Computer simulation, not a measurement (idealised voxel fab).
The following process module bears the name voxel lift off.
FYI the section here is cut, 280 nm wide, cells are 5 nm squares.
Just so we're on the same page, the cross-sections are grids of square cells, and they're listed out in bands top to bottom, each band one or more rows deep.
Read a band's entry like this: the first values are the height of its top and the height of its bottom in nm, and what follows is the sequence of materials from left to right, each with its width in nm. Note that "air" is empty space, and that a single material marked "edge to edge" reaches across the band from edge to edge.
Note: height 0 marks the level under which the wafer is uniformly one material as received. Lowest band unbounded below, written "0 nm and below".
So if you see something like "30->40" for the width, read it as the top row of the band sitting at the first number and the bottom row at the second, with every row in between moving by the same amount as the last.
Any step labelled "all unchanged" changed none of the cells in the cross-section.
Basically, "Voids, enclosed" tells you about the enclosed voids: empty spaces with no open way to the top, 8 cells or bigger, each written width x height at distance, where distance is from the left edge, all in nm.
Read whatever lies past the settings on a step's line as the simulator's own remark about the step.
overlay nm: step with mask; distance mask lay right of planned place; negative value = left of planned place.
-- These are the steps we planned for the process
1. RECEIVE (material Si)
2. CONFORMAL_DEP (material SiO2; thk nm 10)
3. PATTERN (tone open; mask id LINES; material resist; width nm 25; pitch nm 40; thk nm 20; overlay nm 0)
4. DIRECTIONAL_DEP (material Ru; thk nm 5)
5. STRIP (etch materials resist)
6. CONFORMAL_DEP (material SiCN; thk nm 5)
-- Delivered wafer in cross-section: state after step 1
> 0 nm and below = Si edge to edge
> Voids, enclosed: none
-- Looking at the first of two wafers in cross-section at end of module - ran to plan
> 20 nm to 15 nm = air=100, SiCN=35, air=5, SiCN=35, air=105
> 15 nm to 10 nm = SiCN=105, Ru=25, SiCN=15, Ru=25, SiCN=110
> 10 nm to 0 nm = SiO2 edge to edge
> 0 nm and below = Si edge to edge
> Voids, enclosed: none
-- Here is the second of the two wafers cut open at the end of the module - same start, same plan as the first one, but we made one mistake running it
> 20 nm to 15 nm = air=100, SiCN=35, air=5, SiCN=35, air=105
> 15 nm to 10 nm = SiCN=105, Ru=25, SiCN=15, Ru=25, SiCN=110
> 10 nm to 0 nm = SiCN edge to edge
> 0 nm and below = Si edge to edge
> Voids, enclosed: none
Error vs. plan: for step 2, the planned setting was not used; the step was instead run as CONFORMAL_DEP (material SiCN; thk nm 10)
Materials where the second wafer ends with more or fewer cells than the first: +112 SiCN, -112 SiO2
